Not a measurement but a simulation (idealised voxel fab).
This is a process module. Its name is voxel fin reveal.
The cross-section on display is named cut; it measures 165 nm wide, and its cells are 5 nm squares.
Each cross-section below is a grid of square cells, stated as bands in top-down order, with one or more rows of cells making up each band.
Look at the band entry: it leads with the top's height and the bottom's height in nm. Then it lists the materials left to right, with a width in nm for each. The word "full width" on a single material says that material fills the band edge to edge. The word "blank" is empty space.
The level at which height equals 0 is the one under which the wafer, as it arrives, is entirely one material. No lower edge exists for the bottom band, which continues downward and is notated as in "from 0 down".
Per-row width for "30->40": begins at first number (top row of band), ends at second number (bottom row), increment between rows held constant.
No cell of the cross-section changed in a step that is given as "no change occurred".
Entry "closed voids" = empty spaces >= 8 cells with no open way to the top; each as width x height at distance, distance from left edge, all nm.
Post-settings text on a step line: simulator's own remark regarding the step.
overlay nm, on a step with a mask: how far to the right of its planned place the mask lay; to the left if negative

Set out below are the planned steps of the process:
1) RECEIVE,material Si
2) CONFORMAL_DEP,material SiN,thk nm 5
3) MASKED_ETCH,tone cover,mask id FINS,width nm 15,pitch nm 40,etch materials SiN,depth nm 5,overlay nm 0
4) MASKED_ETCH,tone cover,mask id FINS,width nm 15,pitch nm 40,etch materials Si,depth nm 40,overlay nm 0
5) OXIDIZE,depth nm 5
6) FILL_DEP,material SiO2,thk nm 10
7) CMP,height nm 5
8) SELECTIVE_ETCH,etch materials SiO2,depth nm 25
9) STRIP,etch materials SiN
10) CONFORMAL_DEP,material SiO2,thk nm 5

First of the two wafers, run per plan:

This is the cross-section of the wafer as we received it, i.e. after step 1:
* from 0 down  Si full width
* closed voids: none

Sectional view: wafer, after step 2:
* from 5 to 0  SiN full width
* Heights below 0 show no change.

Sectional view: wafer, after step 3:
* from 5 to 0  55 nm blank | 15 nm SiN | 25 nm blank | 15 nm SiN | 55 nm blank
* Heights below 0 show no change.

Sectional view: wafer, after step 4:
* from 5 to 0  55 nm blank | 15 nm SiN | 25 nm blank | 15 nm SiN | 55 nm blank
* from 0 to -40  55 nm blank | 15 nm Si | 25 nm blank | 15 nm Si | 55 nm blank
* Heights below -40 show no change.

Sectional view: wafer, after step 5:
* from 5 to 0  55 nm blank | 15 nm SiN | 25 nm blank | 15 nm SiN | 55 nm blank
* from 0 to -40  55 nm blank | 5 nm SiO2 | 5 nm Si | 5 nm SiO2 | 25 nm blank | 5 nm SiO2 | 5 nm Si | 5 nm SiO2 | 55 nm blank
* from -40 to -45  60 nm SiO2 | 5 nm Si | 35 nm SiO2 | 5 nm Si | 60 nm SiO2
* Heights below -45 show no change.

Sectional view: wafer, after step 6:
* from 15 to 5  SiO2 full width
* from 5 to 0  55 nm SiO2 | 15 nm SiN | 25 nm SiO2 | 15 nm SiN | 55 nm SiO2
* from 0 to -45  60 nm SiO2 | 5 nm Si | 35 nm SiO2 | 5 nm Si | 60 nm SiO2
* Heights below -45 show no change.

Sectional view: wafer, after step 7:
* from 5 to 0  55 nm SiO2 | 15 nm SiN | 25 nm SiO2 | 15 nm SiN | 55 nm SiO2
* Heights below 0 show no change.

Sectional view: wafer, after step 8:
* from 5 to 0  55 nm blank | 15 nm SiN | 25 nm blank | 15 nm SiN | 55 nm blank
* from 0 to -20  60 nm blank | 5 nm Si | 35 nm blank | 5 nm Si | 60 nm blank
* Heights below -20 show no change.

Sectional view: wafer, after step 9:
* from 0 to -20  60 nm blank | 5 nm Si | 35 nm blank | 5 nm Si | 60 nm blank
* Heights below -20 show no change.

Sectional view: wafer, after step 10:
* from 5 to 0  55 nm blank | 15 nm SiO2 | 25 nm blank | 15 nm SiO2 | 55 nm blank
* from 0 to -15  55 nm blank | 5 nm SiO2 | 5 nm Si | 5 nm SiO2 | 25 nm blank | 5 nm SiO2 | 5 nm Si | 5 nm SiO2 | 55 nm blank
* from -15 to -45  60 nm SiO2 | 5 nm Si | 35 nm SiO2 | 5 nm Si | 60 nm SiO2
* Heights below -45 show no change.

Second Wafer (Identical Start and Plan, One Processing Error; Matches First Wafer Through Step 9):

Cross-section of the second wafer corresponding to the planned conclusion of step 10:
* from 5 to 0  55 nm blank | 15 nm SiN | 25 nm blank | 15 nm SiN | 55 nm blank
* from 0 to -15  55 nm blank | 5 nm SiN | 5 nm Si | 5 nm SiN | 25 nm blank | 5 nm SiN | 5 nm Si | 5 nm SiN | 55 nm blank
* from -15 to -20  60 nm SiN | 5 nm Si | 35 nm SiN | 5 nm Si | 60 nm SiN
* Heights below -20 show no change.
Against the plan, the run slipped here: the process deviated at step 10: the operation and settings actually run there were CONFORMAL_DEP,material SiN,thk nm 5
Final difference in cells, second wafer against first, listed per material as more or fewer: 49 more of SiN | 49 fewer of SiO2
